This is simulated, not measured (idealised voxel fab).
process module | voxel self aligned contacts
cross-section cut | 170 nm wide | cells 5 nm
A cross-section is a grid of square cells, given in bands from the top down. A band is one or more rows of cells.
Each band's line starts with the height of the band's top and of its bottom, in nm. Then come its materials from left to right, each with its width in nm. One material with "throughout" fills the band from edge to edge. "air" is empty space.
Height 0 is the level under which the wafer as received is all one material. The lowest band goes on downwards, as in "0 down".
A width such as "30 to 40" changes by the same amount from each row of cells to the next, from the band's top row to its bottom row.
"no change" after a step means that no cell of the cross-section changed.
closed voids: empty space of 8 cells or more with no open way to the top, each as width x height at its distance from the left edge, in nm
after a step's settings: what the simulator itself notes on the step
overlay nm, on a step with a mask: how far to the right of its planned place the mask lay; to the left if negative
plan
1 op RECEIVE | material Si
2 op OXIDIZE | depth nm 5
3 op DIRECTIONAL_DEP | material polySi | thk nm 30
4 op DIRECTIONAL_DEP | material SiN | thk nm 20
5 op PATTERN | tone cover | mask id GATE | material resist | width nm 25 | pitch nm 50 | thk nm 20 | overlay nm 0
6 op DIRECTIONAL_ETCH | etch materials SiN | depth nm 20
7 op DIRECTIONAL_ETCH | etch materials polySi | depth nm 30
8 op STRIP | etch materials resist
9 op CONFORMAL_DEP | material SiN | thk nm 5
10 op DIRECTIONAL_ETCH | etch materials SiN | depth nm 5
11 op FILL_DEP | material SiO2 | thk nm 15
12 op CMP | height nm 55
13 op MASKED_ETCH | tone open | mask id CONTACT | width nm 35 | etch materials SiO2 | depth nm 60 | overlay nm 0
14 op CONFORMAL_DEP | material TiN | thk nm 5
15 op FILL_DEP | material W | thk nm 10
16 op CMP | height nm 55
17 op CONFORMAL_DEP | material SiCN | thk nm 5
as received, after step 1
  0 down: Si throughout
  closed voids: none
a wafer at the end: this start, this plan, one mistake
  60 to 55: SiCN throughout
  55 to 50: SiO2 65 | TiN 20 | W 5 | TiN 10 | SiO2 70
  50 to 30: SiO2 45 | SiN 35 | TiN 5 | W 5 | TiN 5 | SiN 35 | SiO2 40
  30 to 0: SiO2 45 | SiN 5 | polySi 25 | SiN 5 | TiN 5 | W 5 | TiN 5 | SiN 5 | polySi 25 | SiN 5 | SiO2 40
  0 to -5: SiO2 80 | TiN 15 | SiO2 75
  -5 down: Si throughout
  closed voids: none
what went wrong: step 5 ran as: op PATTERN | tone cover | mask id GATE | material resist | width nm 25 | pitch nm 50 | thk nm 20 | overlay nm 5
